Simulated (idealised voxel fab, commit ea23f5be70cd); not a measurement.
Proc. module: voxel gate over fins
Shown is cross-section cut, with a width of 300 nm and square cells of size 5 nm.
A cross-section in this document is a grid of square cells, and it is written down as bands, the top band listed before the ones below it; a band is made up of one or more rows of cells. Quick guide to a band line: top height, bottom height (nm) up front; then every material left to right with its width in nm. Only one material and it's marked "everywhere"? Then it fills the band edge to edge. And "blank" just means empty space. Below 0: as-received wafer, all one material; heights counted from there. Lowest band: no bottom, goes on down, written "top 0, no bottom". You'd read "30 to 40" like this: the band's top row of cells is as wide as the first number, its bottom row is as wide as the second, and going down, every row changes width by the same amount as the row before did. When a step is marked "same as before", none of the cells in the cross-section changed during that step. Enclosed voids (no open way to top), threshold 8 cells or more, entry "Closed void register", notation width x height at distance, distance from left edge, nm. Anything after a step's settings on that line? It's the simulator's own note about the step. The line of a step may include "overlay nm". On a step with a mask, this value is how far to the right of its planned place the mask lay. A negative value means the mask lay to the left.
[The following list gives the planned process steps]
| 1 | RECEIVE [material Si] |
| 2 | CONFORMAL_DEP [material SiN] [thk nm 5] |
| 3 | MASKED_ETCH [tone cover] [mask id FINS] [width nm 15] [pitch nm 40] [etch materials SiN] [depth nm 5] [overlay nm 0] |
| 4 | MASKED_ETCH [tone cover] [mask id FINS] [width nm 15] [pitch nm 40] [etch materials Si] [depth nm 40] [overlay nm 0] |
| 5 | OXIDIZE [depth nm 5] |
| 6 | FILL_DEP [material SiO2] [thk nm 15] |
| 7 | CMP [height nm 5] |
| 8 | SELECTIVE_ETCH [etch materials SiO2] [depth nm 20] |
| 9 | STRIP [etch materials SiN] |
| 10 | CONFORMAL_DEP [material HfO2] [thk nm 5] |
| 11 | CONFORMAL_DEP [material TiN] [thk nm 5] |
| 12 | FILL_DEP [material W] [thk nm 15] |
| 13 | CMP [height nm 20] |
| 14 | CONFORMAL_DEP [material SiN] [thk nm 5] |
[First of two wafers, processed according to plan]
[Cross-section of the wafer as it came to us, i.e., already through step 1]
    top 0, no bottom: Si everywhere
    Closed void register: none
[after step 2]
    top 5, bottom 0: SiN everywhere
    Below 0 it's all the same as before, nothing changed down there.
[after step 3]
    top 5, bottom 0: 100 of blank, 15 of SiN, 25 of blank, 15 of SiN, 25 of blank, 15 of SiN, 105 of blank
    Below 0 it's all the same as before, nothing changed down there.
[after step 4]
    top 5, bottom 0: 100 of blank, 15 of SiN, 25 of blank, 15 of SiN, 25 of blank, 15 of SiN, 105 of blank
    top 0, bottom -40: 100 of blank, 15 of Si, 25 of blank, 15 of Si, 25 of blank, 15 of Si, 105 of blank
    Below -40 it's all the same as before, nothing changed down there.
[after step 5]
    top 5, bottom 0: 100 of blank, 15 of SiN, 25 of blank, 15 of SiN, 25 of blank, 15 of SiN, 105 of blank
    top 0, bottom -40: 100 of blank, 5 of SiO2, 5 of Si, 5 of SiO2, 25 of blank, 5 of SiO2, 5 of Si, 5 of SiO2, 25 of blank, 5 of SiO2, 5 of Si, 5 of SiO2, 105 of blank
    top -40, bottom -45: 105 of SiO2, 5 of Si, 35 of SiO2, 5 of Si, 35 of SiO2, 5 of Si, 110 of SiO2
    Below -45 it's all the same as before, nothing changed down there.
[after step 6]
    top 20, bottom 5: SiO2 everywhere
    top 5, bottom 0: 100 of SiO2, 15 of SiN, 25 of SiO2, 15 of SiN, 25 of SiO2, 15 of SiN, 105 of SiO2
    top 0, bottom -45: 105 of SiO2, 5 of Si, 35 of SiO2, 5 of Si, 35 of SiO2, 5 of Si, 110 of SiO2
    Below -45 it's all the same as before, nothing changed down there.
[after step 7]
    top 5, bottom 0: 100 of SiO2, 15 of SiN, 25 of SiO2, 15 of SiN, 25 of SiO2, 15 of SiN, 105 of SiO2
    Below 0 it's all the same as before, nothing changed down there.
[after step 8]
    top 5, bottom 0: 100 of blank, 15 of SiN, 25 of blank, 15 of SiN, 25 of blank, 15 of SiN, 105 of blank
    top 0, bottom -15: 105 of blank, 5 of Si, 35 of blank, 5 of Si, 35 of blank, 5 of Si, 110 of blank
    Below -15 it's all the same as before, nothing changed down there.
[after step 9]
    top 0, bottom -15: 105 of blank, 5 of Si, 35 of blank, 5 of Si, 35 of blank, 5 of Si, 110 of blank
    Below -15 it's all the same as before, nothing changed down there.
[after step 10]
    top 5, bottom 0: 100 of blank, 15 of HfO2, 25 of blank, 15 of HfO2, 25 of blank, 15 of HfO2, 105 of blank
    top 0, bottom -10: 100 of blank, 5 of HfO2, 5 of Si, 5 of HfO2, 25 of blank, 5 of HfO2, 5 of Si, 5 of HfO2, 25 of blank, 5 of HfO2, 5 of Si, 5 of HfO2, 105 of blank
    top -10, bottom -15: 105 of HfO2, 5 of Si, 35 of HfO2, 5 of Si, 35 of HfO2, 5 of Si, 110 of HfO2
    Below -15 it's all the same as before, nothing changed down there.
[after step 11]
    top 10, bottom 5: 95 of blank, 25 of TiN, 15 of blank, 25 of TiN, 15 of blank, 25 of TiN, 100 of blank
    top 5, bottom 0: 95 of blank, 5 of TiN, 15 of HfO2, 5 of TiN, 15 of blank, 5 of TiN, 15 of HfO2, 5 of TiN, 15 of blank, 5 of TiN, 15 of HfO2, 5 of TiN, 100 of blank
    top 0, bottom -5: 95 of blank, 5 of TiN, 5 of HfO2, 5 of Si, 5 of HfO2, 5 of TiN, 15 of blank, 5 of TiN, 5 of HfO2, 5 of Si, 5 of HfO2, 5 of TiN, 15 of blank, 5 of TiN, 5 of HfO2, 5 of Si, 5 of HfO2, 5 of TiN, 100 of blank
    top -5, bottom -10: 100 of TiN, 5 of HfO2, 5 of Si, 5 of HfO2, 25 of TiN, 5 of HfO2, 5 of Si, 5 of HfO2, 25 of TiN, 5 of HfO2, 5 of Si, 5 of HfO2, 105 of TiN
    Below -10 it's all the same as before, nothing changed down there.
[after step 12]
    top 25, bottom 10: W everywhere
    top 10, bottom 5: 95 of W, 25 of TiN, 15 of W, 25 of TiN, 15 of W, 25 of TiN, 100 of W
    top 5, bottom 0: 95 of W, 5 of TiN, 15 of HfO2, 5 of TiN, 15 of W, 5 of TiN, 15 of HfO2, 5 of TiN, 15 of W, 5 of TiN, 15 of HfO2, 5 of TiN, 100 of W
    top 0, bottom -5: 95 of W, 5 of TiN, 5 of HfO2, 5 of Si, 5 of HfO2, 5 of TiN, 15 of W, 5 of TiN, 5 of HfO2, 5 of Si, 5 of HfO2, 5 of TiN, 15 of W, 5 of TiN, 5 of HfO2, 5 of Si, 5 of HfO2, 5 of TiN, 100 of W
    Below -5 it's all the same as before, nothing changed down there.
[after step 13]
    top 20, bottom 10: W everywhere
    Below 10 it's all the same as before, nothing changed down there.
[after step 14]
    top 25, bottom 20: SiN everywhere
    Below 20 it's all the same as before, nothing changed down there.
[Second wafer - shared start and plan with the first - one error in running - same as the first up to step 7 inclusive]
[Second wafer, section view, time point: scheduled end of step 8]
    top 5, bottom 0: 100 of SiO2, 15 of blank, 25 of SiO2, 15 of blank, 25 of SiO2, 15 of blank, 105 of SiO2
    Below 0 it's all the same as before, nothing changed down there.
[Second wafer, section view, time point: scheduled end of step 9]
    top 0, bottom -15: 105 of blank, 5 of Si, 35 of blank, 5 of Si, 35 of blank, 5 of Si, 110 of blank
    top -15, bottom -20: 80 of SiO2, 25 of blank, 5 of Si, 35 of blank, 5 of Si, 35 of blank, 5 of Si, 25 of blank, 85 of SiO2
    Below -20 it's all the same as before, nothing changed down there.
[Second wafer, section view, time point: scheduled end of step 10]
    top 5, bottom 0: 100 of blank, 15 of HfO2, 25 of blank, 15 of HfO2, 25 of blank, 15 of HfO2, 105 of blank
    top 0, bottom -10: 100 of blank, 5 of HfO2, 5 of Si, 5 of HfO2, 25 of blank, 5 of HfO2, 5 of Si, 5 of HfO2, 25 of blank, 5 of HfO2, 5 of Si, 5 of HfO2, 105 of blank
    top -10, bottom -15: 85 of HfO2, 15 of blank, 5 of HfO2, 5 of Si, 5 of HfO2, 25 of blank, 5 of HfO2, 5 of Si, 5 of HfO2, 25 of blank, 5 of HfO2, 5 of Si, 5 of HfO2, 15 of blank, 90 of HfO2
    top -15, bottom -20: 80 of SiO2, 25 of HfO2, 5 of Si, 35 of HfO2, 5 of Si, 35 of HfO2, 5 of Si, 25 of HfO2, 85 of SiO2
    Below -20 it's all the same as before, nothing changed down there.
[Second wafer, section view, time point: scheduled end of step 11]
    top 10, bottom 5: 95 of blank, 25 of TiN, 15 of blank, 25 of TiN, 15 of blank, 25 of TiN, 100 of blank
    top 5, bottom 0: 95 of blank, 5 of TiN, 15 of HfO2, 5 of TiN, 15 of blank, 5 of TiN, 15 of HfO2, 5 of TiN, 15 of blank, 5 of TiN, 15 of HfO2, 5 of TiN, 100 of blank
    top 0, bottom -5: 95 of blank, 5 of TiN, 5 of HfO2, 5 of Si, 5 of HfO2, 5 of TiN, 15 of blank, 5 of TiN, 5 of HfO2, 5 of Si, 5 of HfO2, 5 of TiN, 15 of blank, 5 of TiN, 5 of HfO2, 5 of Si, 5 of HfO2, 5 of TiN, 100 of blank
    top -5, bottom -10: 90 of TiN, 5 of blank, 5 of TiN, 5 of HfO2, 5 of Si, 5 of HfO2, 5 of TiN, 15 of blank, 5 of TiN, 5 of HfO2, 5 of Si, 5 of HfO2, 5 of TiN, 15 of blank, 5 of TiN, 5 of HfO2, 5 of Si, 5 of HfO2, 5 of TiN, 5 of blank, 95 of TiN
    top -10, bottom -15: 85 of HfO2, 15 of TiN, 5 of HfO2, 5 of Si, 5 of HfO2, 25 of TiN, 5 of HfO2, 5 of Si, 5 of HfO2, 25 of TiN, 5 of HfO2, 5 of Si, 5 of HfO2, 15 of TiN, 90 of HfO2
    Below -15 it's all the same as before, nothing changed down there.
[Second wafer, section view, time point: scheduled end of step 12]
    top 25, bottom 10: W everywhere
    top 10, bottom 5: 95 of W, 25 of TiN, 15 of W, 25 of TiN, 15 of W, 25 of TiN, 100 of W
    top 5, bottom 0: 95 of W, 5 of TiN, 15 of HfO2, 5 of TiN, 15 of W, 5 of TiN, 15 of HfO2, 5 of TiN, 15 of W, 5 of TiN, 15 of HfO2, 5 of TiN, 100 of W
    top 0, bottom -5: 95 of W, 5 of TiN, 5 of HfO2, 5 of Si, 5 of HfO2, 5 of TiN, 15 of W, 5 of TiN, 5 of HfO2, 5 of Si, 5 of HfO2, 5 of TiN, 15 of W, 5 of TiN, 5 of HfO2, 5 of Si, 5 of HfO2, 5 of TiN, 100 of W
    top -5, bottom -10: 90 of TiN, 5 of W, 5 of TiN, 5 of HfO2, 5 of Si, 5 of HfO2, 5 of TiN, 15 of W, 5 of TiN, 5 of HfO2, 5 of Si, 5 of HfO2, 5 of TiN, 15 of W, 5 of TiN, 5 of HfO2, 5 of Si, 5 of HfO2, 5 of TiN, 5 of W, 95 of TiN
    Below -10 it's all the same as before, nothing changed down there.
[Second wafer, section view, time point: scheduled end of step 13]
    top 20, bottom 10: W everywhere
    Below 10 it's all the same as before, nothing changed down there.
[Second wafer, section view, time point: scheduled end of step 14]
    top 25, bottom 20: SiN everywhere
    Below 20 it's all the same as before, nothing changed down there.
Deviation noted in wafer processing: transposition of steps 8 and 9 relative to the planned sequence
Count the cells at the end and the second wafer has more or fewer of some materials than the first: HfO2 +8, SiO2 -24, TiN +8, W +8
